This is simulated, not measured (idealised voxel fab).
The following process module bears the name voxel ribs on slabs.
Xsec cut, 290 nm wide, square cell size 5 nm.
Cross-section spec: square-cell grid; bands listed top down; each band is one or more rows. Top, bottom (nm), then materials left to right with widths (nm); lone material tagged "edge to edge" fills the whole band edge to edge; "blank" = empty space. Ref level 0: as-received wafer is one material below here. Bottom band extends down with no lower bound ("0 -> down"). Width spec "30 to 40" -> top row of cells at first value, bottom row at second value, equal per-row change in between. Given "changes: none" for a step, no cell of the cross-section differs between before and after that step. "Voids, fully enclosed" lists enclosed empty spaces (at least 8 cells, no open path upward to the top), each as width x height at distance from the left edge, in nm. On a step's line, text after the settings is the simulator commenting on that step. overlay nm: mask right of planned place by this much (step with mask). Neg. = left.

Here's what the planned process steps look like
step 1: RECEIVE: material Si
step 2: DIRECTIONAL_DEP: material SiO2, thk nm 25
step 3: DIRECTIONAL_DEP: material polySi, thk nm 25
step 4: PATTERN: tone cover, mask id RIB, material resist, width nm 30, thk nm 20, overlay nm 0
step 5: DIRECTIONAL_ETCH: etch materials polySi, depth nm 10
step 6: STRIP: etch materials resist
step 7: MASKED_ETCH: tone cover, mask id SLAB, width nm 90, etch materials polySi, depth nm 5, overlay nm 0
step 8: FILL_DEP: material SiO2, thk nm 25
step 9: CMP: height nm 70
step 10: DIRECTIONAL_DEP: material TiN, thk nm 5
step 11: MASKED_ETCH: tone cover, mask id HEATER, width nm 40, etch materials TiN, depth nm 5, overlay nm 0
step 12: CONFORMAL_DEP: material SiO2, thk nm 5
Every wafer here starts from the same state; it is the step 7 depth nm that distinguishes them, and the value the plan gives belongs to the first wafer.

Incoming state of the first of several wafers in cross-section: after step 1
  0 -> down: Si edge to edge
  Voids, fully enclosed: none

Once step 12, the last step, is complete, the module is at its end; this is the cross-section of the first of several wafers
  80 -> 75: blank 120 nm | SiO2 50 nm | blank 120 nm
  75 -> 70: SiO2 125 nm | TiN 40 nm | SiO2 125 nm
  70 -> 50: SiO2 edge to edge
  50 -> 40: SiO2 130 nm | polySi 30 nm | SiO2 130 nm
  40 -> 35: SiO2 100 nm | polySi 90 nm | SiO2 100 nm
  35 -> 25: polySi edge to edge
  25 -> 0: SiO2 edge to edge
  0 -> down: Si edge to edge
  Voids, fully enclosed: none

Wafer cross-section (last wafer, module end)
  80 -> 75: blank 120 nm | SiO2 50 nm | blank 120 nm
  75 -> 70: SiO2 125 nm | TiN 40 nm | SiO2 125 nm
  70 -> 50: SiO2 edge to edge
  50 -> 40: SiO2 130 nm | polySi 30 nm | SiO2 130 nm
  40 -> 25: SiO2 100 nm | polySi 90 nm | SiO2 100 nm
  25 -> 0: SiO2 edge to edge
  0 -> down: Si edge to edge
  Voids, fully enclosed: none

Take any row and you have a wafer at the end of the module: how many cells of each material it has gained (+) or lost (-) since it was received, and then its closed voids
depth nm 5 | +726 SiO2 | +8 TiN | +146 polySi | Voids, fully enclosed: none
depth nm 10 | +766 SiO2 | +8 TiN | +106 polySi | Voids, fully enclosed: none
depth nm 15 | +806 SiO2 | +8 TiN | +66 polySi | Voids, fully enclosed: none
depth nm 20 | +806 SiO2 | +8 TiN | +66 polySi | Voids, fully enclosed: none
depth nm 25 | +806 SiO2 | +8 TiN | +66 polySi | Voids, fully enclosed: none
depth nm 30 | +806 SiO2 | +8 TiN | +66 polySi | Voids, fully enclosed: none
